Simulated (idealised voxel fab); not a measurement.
This is a process module. Its name is voxel capacitor over wiring.
Cross-section cut spans 155 nm and uses square cells 5 nm in size.
Just so we're on the same page, the cross-sections are grids of square cells, and they're listed out in bands top to bottom, each band one or more rows deep.
Top height, bottom height, nm. Materials left to right, width each, nm. Single material + "edge to edge" = fills band edge to edge. "blank" = empty.
Height datum 0, below which the as-received substrate wafer is one material. Lowest band open at the bottom, running downward: "from 0 down".
You'd read "30..40" like this: the band's top row of cells is as wide as the first number, its bottom row is as wide as the second, and going down, every row changes width by the same amount as the row before did.
"stayed the same" (step): cross-section cells unchanged, all of them.
In the "Enclosed internal voids" entry, you get each enclosed empty space of 8 cells or more, one with no open way to the top, written width x height at distance, distance from the left edge, in nm.
Anything after a step's settings on that line? It's the simulator's own note about the step.
The setting "overlay nm" may be written on the line of a step. When the step uses a mask, the value reports how far to the right of the planned place the mask lay, and a negative value reports that it lay to the left.

# Here's what the planned process steps look like
| 1 | RECEIVE | material Si |
| 2 | CONFORMAL_DEP | material SiO2 | thk nm 10 |
| 3 | DIRECTIONAL_DEP | material TiN | thk nm 5 |
| 4 | DIRECTIONAL_DEP | material Ru | thk nm 25 |
| 5 | MASKED_ETCH | tone cover | mask id METAL_1 | width nm 30 | pitch nm 85 | etch materials Ru | depth nm 25 | overlay nm 0 |
| 6 | MASKED_ETCH | tone cover | mask id METAL_1 | width nm 30 | pitch nm 85 | etch materials TiN | depth nm 5 | overlay nm 0 |
| 7 | CONFORMAL_DEP | material SiN | thk nm 5 |
| 8 | FILL_DEP | material lowk | thk nm 5 |
| 9 | CMP | height nm 40 |
| 10 | CONFORMAL_DEP | material SiCN | thk nm 5 |
| 11 | DIRECTIONAL_DEP | material SiO2 | thk nm 20 |
| 12 | PATTERN | tone open | mask id PLUG_1 | material resist | width nm 15 | thk nm 20 | overlay nm 0 |
| 13 | DIRECTIONAL_ETCH | etch materials SiO2 | depth nm 20 |
| 14 | DIRECTIONAL_ETCH | etch materials SiCN | depth nm 5 |
| 15 | STRIP | etch materials resist |
| 16 | EPI | material Ru | thk nm 10 |
| 17 | EPI | material Ru | thk nm 10 |
| 18 | EPI | material Ru | thk nm 5 |
| 19 | DIRECTIONAL_DEP | material TiN | thk nm 10 |
| 20 | DIRECTIONAL_DEP | material Al2O3 | thk nm 5 |
| 21 | DIRECTIONAL_DEP | material TiN | thk nm 10 |
| 22 | MASKED_ETCH | tone cover | mask id UPPER_PLATE | width nm 60 | etch materials TiN | depth nm 10 | overlay nm 0 |
| 23 | MASKED_ETCH | tone cover | mask id UPPER_PLATE | width nm 60 | etch materials Al2O3 | depth nm 5 | overlay nm 0 |
| 24 | MASKED_ETCH | tone cover | mask id LOWER_PLATE | width nm 70 | etch materials TiN | depth nm 10 | overlay nm 0 |
| 25 | FILL_DEP | material SiO2 | thk nm 15 |
| 26 | CMP | height nm 100 |
| 27 | MASKED_ETCH | tone open | mask id PLUG_2 | width nm 15 | etch materials SiO2 | depth nm 10 | overlay nm 0 |
| 28 | CONFORMAL_DEP | material TiN | thk nm 5 |
| 29 | FILL_DEP | material Cu | thk nm 10 |
| 30 | CMP | height nm 100 |
| 31 | CONFORMAL_DEP | material SiCN | thk nm 5 |

# First wafer of two (run as planned)

# The cross-section here shows the wafer as received, i.e. in its state after step 1
  from 0 down = Si edge to edge
  Enclosed internal voids: none

# After step 2: wafer cross-section
  from 10 to 0 = SiO2 edge to edge
  Lower than 0, everything is as it was.

# After step 3: wafer cross-section
  from 15 to 10 = TiN edge to edge
  Lower than 10, everything is as it was.

# After step 4: wafer cross-section
  from 40 to 15 = Ru edge to edge
  Lower than 15, everything is as it was.

# After step 5: wafer cross-section
  from 40 to 15 = blank (20) | Ru (30) | blank (55) | Ru (30) | blank (20)
  Lower than 15, everything is as it was.

# After step 6: wafer cross-section
  from 40 to 15 = blank (20) | Ru (30) | blank (55) | Ru (30) | blank (20)
  from 15 to 10 = blank (20) | TiN (30) | blank (55) | TiN (30) | blank (20)
  Lower than 10, everything is as it was.

# After step 7: wafer cross-section
  from 45 to 40 = blank (15) | SiN (40) | blank (45) | SiN (40) | blank (15)
  from 40 to 15 = blank (15) | SiN (5) | Ru (30) | SiN (5) | blank (45) | SiN (5) | Ru (30) | SiN (5) | blank (15)
  from 15 to 10 = SiN (20) | TiN (30) | SiN (55) | TiN (30) | SiN (20)
  Lower than 10, everything is as it was.

# After step 8: wafer cross-section
  from 50 to 45 = lowk edge to edge
  from 45 to 40 = lowk (15) | SiN (40) | lowk (45) | SiN (40) | lowk (15)
  from 40 to 15 = lowk (15) | SiN (5) | Ru (30) | SiN (5) | lowk (45) | SiN (5) | Ru (30) | SiN (5) | lowk (15)
  Lower than 15, everything is as it was.

# After step 9: wafer cross-section
  from 40 to 15 = lowk (15) | SiN (5) | Ru (30) | SiN (5) | lowk (45) | SiN (5) | Ru (30) | SiN (5) | lowk (15)
  Lower than 15, everything is as it was.

# After step 10: wafer cross-section
  from 45 to 40 = SiCN edge to edge
  Lower than 40, everything is as it was.

# After step 11: wafer cross-section
  from 65 to 45 = SiO2 edge to edge
  Lower than 45, everything is as it was.

# After step 12: wafer cross-section
  from 85 to 65 = resist (35) | blank (15) | resist (105)
  Lower than 65, everything is as it was.

# After step 13: wafer cross-section
  from 85 to 65 = resist (35) | blank (15) | resist (105)
  from 65 to 45 = SiO2 (35) | blank (15) | SiO2 (105)
  Lower than 45, everything is as it was.

# After step 14: wafer cross-section
  from 85 to 65 = resist (35) | blank (15) | resist (105)
  from 65 to 45 = SiO2 (35) | blank (15) | SiO2 (105)
  from 45 to 40 = SiCN (35) | blank (15) | SiCN (105)
  Lower than 40, everything is as it was.

# After step 15: wafer cross-section
  from 65 to 45 = SiO2 (35) | blank (15) | SiO2 (105)
  Lower than 45, everything is as it was.

# After step 16: wafer cross-section
  from 65 to 50 = SiO2 (35) | blank (15) | SiO2 (105)
  from 50 to 45 = SiO2 (35) | Ru (15) | SiO2 (105)
  from 45 to 40 = SiCN (35) | Ru (15) | SiCN (105)
  Lower than 40, everything is as it was.

# After step 17: wafer cross-section
  from 65 to 60 = SiO2 (35) | blank (15) | SiO2 (105)
  from 60 to 45 = SiO2 (35) | Ru (15) | SiO2 (105)
  Lower than 45, everything is as it was.

# After step 18: wafer cross-section
  from 65 to 45 = SiO2 (35) | Ru (15) | SiO2 (105)
  Lower than 45, everything is as it was.

# After step 19: wafer cross-section
  from 75 to 65 = TiN edge to edge
  Lower than 65, everything is as it was.

# After step 20: wafer cross-section
  from 80 to 75 = Al2O3 edge to edge
  Lower than 75, everything is as it was.

# After step 21: wafer cross-section
  from 90 to 80 = TiN edge to edge
  Lower than 80, everything is as it was.

# After step 22: wafer cross-section
  from 90 to 80 = blank (35) | TiN (60) | blank (60)
  Lower than 80, everything is as it was.

# After step 23: wafer cross-section
  from 90 to 80 = blank (35) | TiN (60) | blank (60)
  from 80 to 75 = blank (35) | Al2O3 (60) | blank (60)
  Lower than 75, everything is as it was.

# After step 24: wafer cross-section
  from 90 to 80 = blank (35) | TiN (60) | blank (60)
  from 80 to 75 = blank (35) | Al2O3 (60) | blank (60)
  from 75 to 65 = blank (30) | TiN (70) | blank (55)
  Lower than 65, everything is as it was.

# After step 25: wafer cross-section
  from 105 to 90 = SiO2 edge to edge
  from 90 to 80 = SiO2 (35) | TiN (60) | SiO2 (60)
  from 80 to 75 = SiO2 (35) | Al2O3 (60) | SiO2 (60)
  from 75 to 65 = SiO2 (30) | TiN (70) | SiO2 (55)
  Lower than 65, everything is as it was.

# After step 26: wafer cross-section
  from 100 to 90 = SiO2 edge to edge
  Lower than 90, everything is as it was.

# After step 27: wafer cross-section
  from 100 to 90 = SiO2 (45) | blank (15) | SiO2 (95)
  Lower than 90, everything is as it was.

# After step 28: wafer cross-section
  from 105 to 100 = TiN (50) | blank (5) | TiN (100)
  from 100 to 95 = SiO2 (45) | TiN (5) | blank (5) | TiN (5) | SiO2 (95)
  from 95 to 90 = SiO2 (45) | TiN (15) | SiO2 (95)
  Lower than 90, everything is as it was.

# After step 29: wafer cross-section
  from 115 to 105 = Cu edge to edge
  from 105 to 100 = TiN (50) | Cu (5) | TiN (100)
  from 100 to 95 = SiO2 (45) | TiN (5) | Cu (5) | TiN (5) | SiO2 (95)
  Lower than 95, everything is as it was.

# After step 30: wafer cross-section
  from 100 to 95 = SiO2 (45) | TiN (5) | Cu (5) | TiN (5) | SiO2 (95)
  Lower than 95, everything is as it was.

# After step 31: wafer cross-section
  from 105 to 100 = SiCN edge to edge
  Lower than 100, everything is as it was.

# What follows concerns the second wafer, which started out like the first and was meant to follow the very same plan; one mistake crept in when it was run, but everything up to and including step 15 is the same as for the first wafer

# Second wafer cross-section, taken as of the time the plan sets for step 17 to be done
  from 70 to 65 = blank (30) | Ru (25) | blank (100)
  from 65 to 45 = SiO2 (35) | Ru (15) | SiO2 (105)
  from 45 to 40 = SiCN (35) | Ru (15) | SiCN (105)
  Lower than 40, everything is as it was.

# Second wafer cross-section, taken as of the time the plan sets for step 18 to be done
  from 75 to 65 = blank (25) | Ru (35) | blank (95)
  Lower than 65, everything is as it was.

# Second wafer cross-section, taken as of the time the plan sets for step 19 to be done
  from 85 to 75 = blank (25) | TiN (35) | blank (95)
  from 75 to 65 = TiN (25) | Ru (35) | TiN (95)
  Lower than 65, everything is as it was.

# Second wafer cross-section, taken as of the time the plan sets for step 20 to be done
  from 90 to 85 = blank (25) | Al2O3 (35) | blank (95)
  from 85 to 80 = blank (25) | TiN (35) | blank (95)
  from 80 to 75 = Al2O3 (25) | TiN (35) | Al2O3 (95)
  Lower than 75, everything is as it was.

# Second wafer cross-section, taken as of the time the plan sets for step 21 to be done
  from 100 to 90 = blank (25) | TiN (35) | blank (95)
  from 90 to 85 = TiN (25) | Al2O3 (35) | TiN (95)
  from 85 to 80 = TiN edge to edge
  Lower than 80, everything is as it was.

# Second wafer cross-section, taken as of the time the plan sets for step 22 to be done
  from 100 to 90 = blank (35) | TiN (25) | blank (95)
  from 90 to 85 = blank (25) | Al2O3 (35) | TiN (35) | blank (60)
  from 85 to 80 = blank (25) | TiN (70) | blank (60)
  Lower than 80, everything is as it was.

# Second wafer cross-section, taken as of the time the plan sets for step 23 to be done
  from 100 to 90 = blank (35) | TiN (25) | blank (95)
  from 90 to 85 = blank (35) | Al2O3 (25) | TiN (35) | blank (60)
  from 85 to 80 = blank (25) | TiN (70) | blank (60)
  from 80 to 75 = blank (25) | TiN (35) | Al2O3 (35) | blank (60)
  Lower than 75, everything is as it was.

# Second wafer cross-section, taken as of the time the plan sets for step 24 to be done
  from 100 to 90 = blank (35) | TiN (25) | blank (95)
  from 90 to 85 = blank (35) | Al2O3 (25) | TiN (35) | blank (60)
  from 85 to 80 = blank (30) | TiN (65) | blank (60)
  from 80 to 75 = blank (30) | TiN (30) | Al2O3 (35) | blank (60)
  from 75 to 65 = blank (25) | Ru (35) | TiN (40) | blank (55)
  Lower than 65, everything is as it was.

# Second wafer cross-section, taken as of the time the plan sets for step 25 to be done
  from 115 to 100 = SiO2 edge to edge
  from 100 to 90 = SiO2 (35) | TiN (25) | SiO2 (95)
  from 90 to 85 = SiO2 (35) | Al2O3 (25) | TiN (35) | SiO2 (60)
  from 85 to 80 = SiO2 (30) | TiN (65) | SiO2 (60)
  from 80 to 75 = SiO2 (30) | TiN (30) | Al2O3 (35) | SiO2 (60)
  from 75 to 65 = SiO2 (25) | Ru (35) | TiN (40) | SiO2 (55)
  Lower than 65, everything is as it was.

# Second wafer cross-section, taken as of the time the plan sets for step 26 to be done
  from 100 to 90 = SiO2 (35) | TiN (25) | SiO2 (95)
  Lower than 90, everything is as it was.

Second wafer cross-section, taken as of the time the plan sets for step 27 to be done: stayed the same

# Second wafer cross-section, taken as of the time the plan sets for step 28 to be done
  from 105 to 100 = TiN edge to edge
  Lower than 100, everything is as it was.

# Second wafer cross-section, taken as of the time the plan sets for step 29 to be done
  from 115 to 105 = Cu edge to edge
  Lower than 105, everything is as it was.

# Second wafer cross-section, taken as of the time the plan sets for step 30 to be done
  from 100 to 90 = SiO2 (35) | TiN (25) | SiO2 (95)
  Lower than 90, everything is as it was.

# Second wafer cross-section, taken as of the time the plan sets for step 31 to be done
  from 105 to 100 = SiCN edge to edge
  Lower than 100, everything is as it was.
Nonconformance to the process plan: ran twice: one of 16 and 17, identical steps, cannot tell which
It is noted that, at the conclusion of processing, the second wafer exhibits a higher or lower cell count for certain materials relative to the first: Cu -1 | Ru +14 | SiO2 -8 | TiN -5
